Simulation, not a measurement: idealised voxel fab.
process module | voxel transistor to metal
cross-section cut | 195 nm wide | cells 5 nm
A cross-section is a grid of square cells, given in bands from the top down. A band is one or more rows of cells.
Each band's line starts with the height of the band's top and of its bottom, in nm. Then come its materials from left to right, each with its width in nm. One material with "throughout" fills the band from edge to edge. "air" is empty space.
Height 0 is the level under which the wafer as received is all one material. The lowest band goes on downwards, as in "0 down".
A width such as "30 to 40" changes by the same amount from each row of cells to the next, from the band's top row to its bottom row.
"no change" after a step means that no cell of the cross-section changed.
closed voids: empty space of 8 cells or more with no open way to the top, each as width x height at its distance from the left edge, in nm
after a step's settings: what the simulator itself notes on the step
overlay nm, on a step with a mask: how far to the right of its planned place the mask lay; to the left if negative
plan
1 op RECEIVE | material Si
2 op OXIDIZE | depth nm 5
3 op CONFORMAL_DEP | material SiN | thk nm 15
4 op MASKED_ETCH | tone cover | mask id ACTIVE | width nm 105 | etch materials SiN | depth nm 15 | overlay nm 0
5 op MASKED_ETCH | tone cover | mask id ACTIVE | width nm 105 | etch materials SiO2 | depth nm 5 | overlay nm 0
6 op MASKED_ETCH | tone cover | mask id ACTIVE | width nm 105 | etch materials Si | depth nm 20 | overlay nm 0
7 op FILL_DEP | material SiO2 | thk nm 5
8 op CMP | height nm 15
9 op SELECTIVE_ETCH | etch materials SiO2 | depth nm 5
10 op STRIP | etch materials SiN
11 op SELECTIVE_ETCH | etch materials SiO2 | depth nm 5
12 op OXIDIZE | depth nm 5
13 op DIRECTIONAL_DEP | material polySi | thk nm 25
14 op DIRECTIONAL_DEP | material SiCN | thk nm 10
15 op DIRECTIONAL_DEP | material aC | thk nm 15
16 op PATTERN | tone cover | mask id GATE | material resist | width nm 35 | thk nm 30 | overlay nm 0
17 op DIRECTIONAL_ETCH | etch materials aC | depth nm 15
18 op STRIP | etch materials resist
19 op DIRECTIONAL_ETCH | etch materials SiCN | depth nm 20
20 op DIRECTIONAL_ETCH | etch materials polySi | depth nm 35
21 op STRIP | etch materials aC
22 op CONFORMAL_DEP | material SiN | thk nm 5
23 op DIRECTIONAL_ETCH | etch materials SiN | depth nm 5
24 op DIRECTIONAL_ETCH | etch materials SiO2 | depth nm 5
25 op DIRECTIONAL_ETCH | etch materials Si | depth nm 5
26 op EPI | material pSi | thk nm 5
27 op FILL_DEP | material SiO2 | thk nm 5
28 op CMP | height nm 20
29 op STRIP | etch materials polySi
30 op SELECTIVE_ETCH | etch materials SiO2 | depth nm 5
31 op CONFORMAL_DEP | material HfO2 | thk nm 5
32 op CONFORMAL_DEP | material TiN | thk nm 5
33 op FILL_DEP | material W | thk nm 5
34 op CMP | height nm 15
35 op DIRECTIONAL_DEP | material SiO2 | thk nm 10
36 op PATTERN | tone open | mask id CONTACT | material resist | width nm 15 | pitch nm 80 | thk nm 20 | overlay nm 0
37 op DIRECTIONAL_ETCH | etch materials SiO2 | depth nm 35
38 op STRIP | etch materials resist
39 op CONFORMAL_DEP | material TiN | thk nm 5
40 op FILL_DEP | material Ru | thk nm 10
41 op CMP | height nm 25
42 op DIRECTIONAL_DEP | material TiN | thk nm 5
43 op DIRECTIONAL_DEP | material Ru | thk nm 25
44 op MASKED_ETCH | tone cover | mask id METAL_1 | width nm 15 | pitch nm 80 | etch materials Ru | depth nm 25 | overlay nm -15
45 op MASKED_ETCH | tone cover | mask id METAL_1 | width nm 15 | pitch nm 80 | etch materials TiN | depth nm 5 | overlay nm 0
46 op FILL_DEP | material SiO2 | thk nm 5
47 op CMP | height nm 55
48 op CONFORMAL_DEP | material SiN | thk nm 5
varied across the wafers: overlay nm of step 44. The plan shows the first wafer's value. All wafers start alike
first wafer as received, after step 1
  0 down: Si throughout
  closed voids: none
each wafer at the end: cells of each material gained (+) or lost (-) since it was received, then its closed voids
overlay nm -15 | +17 HfO2 | +42 Ru | -144 Si | +51 SiN | +426 SiO2 | +53 TiN | +9 W | +14 pSi | closed voids: none
overlay nm -10 | +17 HfO2 | +42 Ru | -144 Si | +51 SiN | +428 SiO2 | +51 TiN | +9 W | +14 pSi | closed voids: none
overlay nm -5 | +17 HfO2 | +42 Ru | -144 Si | +51 SiN | +430 SiO2 | +49 TiN | +9 W | +14 pSi | closed voids: none
overlay nm 0 | +17 HfO2 | +42 Ru | -144 Si | +51 SiN | +432 SiO2 | +47 TiN | +9 W | +14 pSi | closed voids: none
overlay nm 5 | +17 HfO2 | +42 Ru | -144 Si | +51 SiN | +430 SiO2 | +49 TiN | +9 W | +14 pSi | closed voids: none
overlay nm 10 | +17 HfO2 | +42 Ru | -144 Si | +51 SiN | +428 SiO2 | +51 TiN | +9 W | +14 pSi | closed voids: none
overlay nm 15 | +17 HfO2 | +42 Ru | -144 Si | +51 SiN | +426 SiO2 | +53 TiN | +9 W | +14 pSi | closed voids: none
